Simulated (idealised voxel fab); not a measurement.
This section sets out a process module, namely voxel self aligned contacts.
cross-section cut | 275 nm wide | cells 5 nm
Cross-section, as written here: a square-cell grid given band by band from the top down, where a band holds one or more rows of cells.
Top, bottom (nm), then materials left to right with widths (nm); lone material tagged "throughout" fills the whole band edge to edge; "empty" = empty space.
Height is counted from the level 0, under which the received wafer is composed throughout of one material. The lowest of the bands is not closed at the bottom but continues downward, in the notation "0 and below".
Per-row width for "30->40": begins at first number (top row of band), ends at second number (bottom row), increment between rows held constant.
Where a step carries "remains unaltered", the cross-section came out of it unchanged, cell for cell.
"Closed internal cavities" specifies each empty space that is not open to the top and that occupies no fewer than 8 cells, using the form width x height at distance, the distance measured from the left edge and all three quantities in nm.
Where a step's line continues beyond its settings, the continuation is a remark by the simulator itself on that step.
On any step carrying a mask, the "overlay nm" setting, if present on the step's line, tells how far right of its planned place the mask lay; negative values point to the left.

**Steps in the process plan**
1,op RECEIVE | material Si
2,op OXIDIZE | depth nm 5
3,op DIRECTIONAL_DEP | material polySi | thk nm 30
4,op DIRECTIONAL_DEP | material SiN | thk nm 20
5,op PATTERN | tone cover | mask id GATE | material resist | width nm 25 | pitch nm 65 | thk nm 20 | overlay nm 0
6,op DIRECTIONAL_ETCH | etch materials SiN | depth nm 20
7,op DIRECTIONAL_ETCH | etch materials polySi | depth nm 30
8,op STRIP | etch materials resist
9,op CONFORMAL_DEP | material SiN | thk nm 5
10,op DIRECTIONAL_ETCH | etch materials SiN | depth nm 5
11,op FILL_DEP | material SiO2 | thk nm 10
12,op CMP | height nm 55
13,op PATTERN | tone open | mask id CONTACT | material resist | width nm 40 | pitch nm 65 | thk nm 15 | overlay nm 0
14,op DIRECTIONAL_ETCH | etch materials SiO2 | depth nm 60
15,op STRIP | etch materials resist
16,op CONFORMAL_DEP | material TiN | thk nm 5
17,op FILL_DEP | material W | thk nm 5
18,op CMP | height nm 55
19,op CONFORMAL_DEP | material SiCN | thk nm 5
Split variable: width nm, step 5. Plan value = first wafer. Wafers start alike.

**The first of several wafers as received, shown in cross-section; this is its state after step 1**
    0 and below | Si throughout
    Closed internal cavities: none

**Per-wafer rows below. For each material: cells gained (+) or lost (-) since the wafer was received, as of end of module. Then: closed voids**
width nm 25; -55 Si; +55 SiCN; +120 SiN; +302 SiO2; +60 TiN; +88 W; +90 polySi; Closed internal cavities: none
width nm 30; -55 Si; +55 SiCN; +132 SiN; +294 SiO2; +60 TiN; +66 W; +108 polySi; Closed internal cavities: none
width nm 35; -55 Si; +55 SiCN; +144 SiN; +286 SiO2; +60 TiN; +44 W; +126 polySi; Closed internal cavities: none
width nm 40; -55 Si; +55 SiCN; +156 SiN; +278 SiO2; +60 TiN; +22 W; +144 polySi; Closed internal cavities: none
width nm 45; -55 Si; +55 SiCN; +168 SiN; +270 SiO2; +60 TiN; +162 polySi; Closed internal cavities: none
width nm 50; -55 Si; +55 SiCN; +180 SiN; +262 SiO2; +38 TiN; +180 polySi; Closed internal cavities: none
